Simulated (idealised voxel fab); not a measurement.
Herein follows the process module entitled voxel gate over fins.
The figure presents cross-section cut, which has a width of 210 nm and is divided into square cells with an edge length of 5 nm.
Just so we're on the same page, the cross-sections are grids of square cells, and they're listed out in bands top to bottom, each band one or more rows deep. The entry gives the band's vertical extent as a top height and a bottom height in nm, then its horizontal make-up as materials from left to right, each with a width in nm. "blank" stands for empty space; a single material marked "all across" fills the band edge to edge. Convention: height 0 is the level below which the wafer, as received, is all one material. The lowest band does not terminate at the bottom but continues downward, represented as "0 -> down". It should be noted that a width expressed as "30 to 40" varies in equal increments from row to row of cells within the band, taking the value of the first number at the top row and that of the second number at the bottom row. When a step is marked "identical to before", none of the cells in the cross-section changed during that step. The list in "Cavities, closed" covers empty spaces of 8 cells or more that cannot reach the top through any open way, and it gives each as width x height at distance; the distance is from the left edge, and width, height and distance are in nm. Text after the settings on a step's line: the simulator's own remark on that step. "overlay nm" answers the question of how far to the right of plan the mask lay on a step that has a mask, and when it is negative the answer is to the left.
Steps planned for the process:
1 RECEIVE,material Si
2 CONFORMAL_DEP,material SiN,thk nm 5
3 DIRECTIONAL_DEP,material aC,thk nm 10
4 PATTERN,tone cover,mask id FINS,material resist,width nm 15,pitch nm 45,thk nm 30,overlay nm 0
5 DIRECTIONAL_ETCH,etch materials aC,depth nm 10
6 STRIP,etch materials resist
7 DIRECTIONAL_ETCH,etch materials SiN,depth nm 5
8 DIRECTIONAL_ETCH,etch materials Si,depth nm 35
9 STRIP,etch materials aC
10 OXIDIZE,depth nm 5
11 FILL_DEP,material SiO2,thk nm 15
12 CMP,height nm 5
13 SELECTIVE_ETCH,etch materials SiO2,depth nm 20
14 STRIP,etch materials SiN
15 CONFORMAL_DEP,material HfO2,thk nm 5
16 CONFORMAL_DEP,material TiN,thk nm 5
17 FILL_DEP,material W,thk nm 10
18 CMP,height nm 15
19 CONFORMAL_DEP,material SiN,thk nm 10
So this is the incoming wafer in cross-section - it's already been through step 1:
0 -> down: Si all across
Cavities, closed: none
Module complete - cross-section of the first of two wafers, run according to plan:
25 -> 15: SiN all across
15 -> 10: W all across
10 -> 5: 45 nm W; 25 nm TiN; 20 nm W; 25 nm TiN; 20 nm W; 25 nm TiN; 50 nm W
5 -> 0: 45 nm W; 5 nm TiN; 15 nm HfO2; 5 nm TiN; 20 nm W; 5 nm TiN; 15 nm HfO2; 5 nm TiN; 20 nm W; 5 nm TiN; 15 nm HfO2; 5 nm TiN; 50 nm W
0 -> -5: 45 nm W; 5 nm TiN; 5 nm HfO2; 5 nm Si; 5 nm HfO2; 5 nm TiN; 20 nm W; 5 nm TiN; 5 nm HfO2; 5 nm Si; 5 nm HfO2; 5 nm TiN; 20 nm W; 5 nm TiN; 5 nm HfO2; 5 nm Si; 5 nm HfO2; 5 nm TiN; 50 nm W
-5 -> -10: 50 nm TiN; 5 nm HfO2; 5 nm Si; 5 nm HfO2; 30 nm TiN; 5 nm HfO2; 5 nm Si; 5 nm HfO2; 30 nm TiN; 5 nm HfO2; 5 nm Si; 5 nm HfO2; 55 nm TiN
-10 -> -15: 55 nm HfO2; 5 nm Si; 40 nm HfO2; 5 nm Si; 40 nm HfO2; 5 nm Si; 60 nm HfO2
-15 -> -40: 55 nm SiO2; 5 nm Si; 40 nm SiO2; 5 nm Si; 40 nm SiO2; 5 nm Si; 60 nm SiO2
-40 -> down: Si all across
Cavities, closed: none
This is the second of the two wafers, cross-sectioned at the end of the module; it started exactly like the first and was given the same plan, but it was run with one mistake:
25 -> 15: SiN all across
15 -> 10: W all across
10 -> 5: 45 nm W; 25 nm TiN; 20 nm W; 25 nm TiN; 20 nm W; 25 nm TiN; 50 nm W
5 -> 0: 45 nm W; 5 nm TiN; 15 nm HfO2; 5 nm TiN; 20 nm W; 5 nm TiN; 15 nm HfO2; 5 nm TiN; 20 nm W; 5 nm TiN; 15 nm HfO2; 5 nm TiN; 50 nm W
0 -> -25: 45 nm W; 5 nm TiN; 5 nm HfO2; 5 nm Si; 5 nm HfO2; 5 nm TiN; 20 nm W; 5 nm TiN; 5 nm HfO2; 5 nm Si; 5 nm HfO2; 5 nm TiN; 20 nm W; 5 nm TiN; 5 nm HfO2; 5 nm Si; 5 nm HfO2; 5 nm TiN; 50 nm W
-25 -> -30: 50 nm TiN; 5 nm HfO2; 5 nm Si; 5 nm HfO2; 30 nm TiN; 5 nm HfO2; 5 nm Si; 5 nm HfO2; 30 nm TiN; 5 nm HfO2; 5 nm Si; 5 nm HfO2; 55 nm TiN
-30 -> -35: 55 nm HfO2; 5 nm Si; 40 nm HfO2; 5 nm Si; 40 nm HfO2; 5 nm Si; 60 nm HfO2
-35 -> -40: 55 nm SiO2; 5 nm Si; 40 nm SiO2; 5 nm Si; 40 nm SiO2; 5 nm Si; 60 nm SiO2
-40 -> down: Si all across
Cavities, closed: none
Finding, execution versus plan: step 13, plan: ran twice
Wafer comparison, final, in cells, second relative to first, materials more or fewer: +24 HfO2; -156 SiO2; +24 TiN; +108 W
